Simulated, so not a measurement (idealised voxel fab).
Process module name: voxel released beams
Pictured: cross-section cut, 180 nm wide, on a grid of 5 nm square cells.
In this document a cross-section is written as a grid of square cells. It is given as a series of bands, listed from the top down, and a band is one or more rows of cells. Each band's line starts with the height of the band's top and of its bottom, in nm. Then come its materials from left to right, each with its width in nm. One material with "all across" fills the band from edge to edge. "air" is empty space. Note: height 0 marks the level under which the wafer is uniformly one material as received. Lowest band unbounded below, written "z 0 and below". Think of "30->40" as a width that walks from the first number to the second as you go down the band, top row to bottom row, taking equal-sized steps from row to row. Step note "no alterations made" = no cross-section cell changed. The list in "Voids lacking openings" covers empty spaces of 8 cells or more that cannot reach the top through any open way, and it gives each as width x height at distance; the distance is from the left edge, and width, height and distance are in nm. after a step's settings: what the simulator itself notes on the step. Each step line may optionally specify "overlay nm", which for a step with a mask gives the rightward distance between the mask's planned place and where it lay, a negative value indicating the leftward direction.
Steps planned for the process
1. RECEIVE, material Si
2. CONFORMAL_DEP, material SiN, thk nm 5
3. DIRECTIONAL_DEP, material SiO2, thk nm 15
4. DIRECTIONAL_DEP, material aC, thk nm 15
5. PATTERN, tone open, mask id ANCHOR, material resist, width nm 25, thk nm 30, overlay nm -15
6. DIRECTIONAL_ETCH, etch materials aC, depth nm 15
7. STRIP, etch materials resist
8. DIRECTIONAL_ETCH, etch materials SiO2, depth nm 15
9. STRIP, etch materials aC
10. CONFORMAL_DEP, material polySi, thk nm 10
11. DIRECTIONAL_DEP, material aC, thk nm 15
12. PATTERN, tone cover, mask id BEAM, material resist, width nm 110, thk nm 30, overlay nm 0
13. DIRECTIONAL_ETCH, etch materials aC, depth nm 15
14. STRIP, etch materials resist
15. DIRECTIONAL_ETCH, etch materials polySi, depth nm 10
16. STRIP, etch materials aC
17. STRIP, etch materials SiO2
For this document, wafers share an identical start and vary in the step 5 overlay nm; the plan quotes the first wafer's value.
First wafer of several, as received: cross-section after step 1
- z 0 and below: Si all across
- Voids lacking openings: none
What follows is a table in which each wafer occupies a row; for the wafer as it stands at the close of the module, the row states, material by material, how many cells have been gained (+) or lost (-) since receipt, and then gives its closed voids
overlay nm -15, +36 SiN, +56 polySi, Voids lacking openings: none
overlay nm -10, +36 SiN, +56 polySi, Voids lacking openings: none
overlay nm -5, +36 SiN, +56 polySi, Voids lacking openings: none
overlay nm 0, +36 SiN, +56 polySi, Voids lacking openings: none
overlay nm 5, +36 SiN, +56 polySi, Voids lacking openings: none
overlay nm 10, +36 SiN, +56 polySi, Voids lacking openings: none
overlay nm 15, +36 SiN, +56 polySi, Voids lacking openings: none
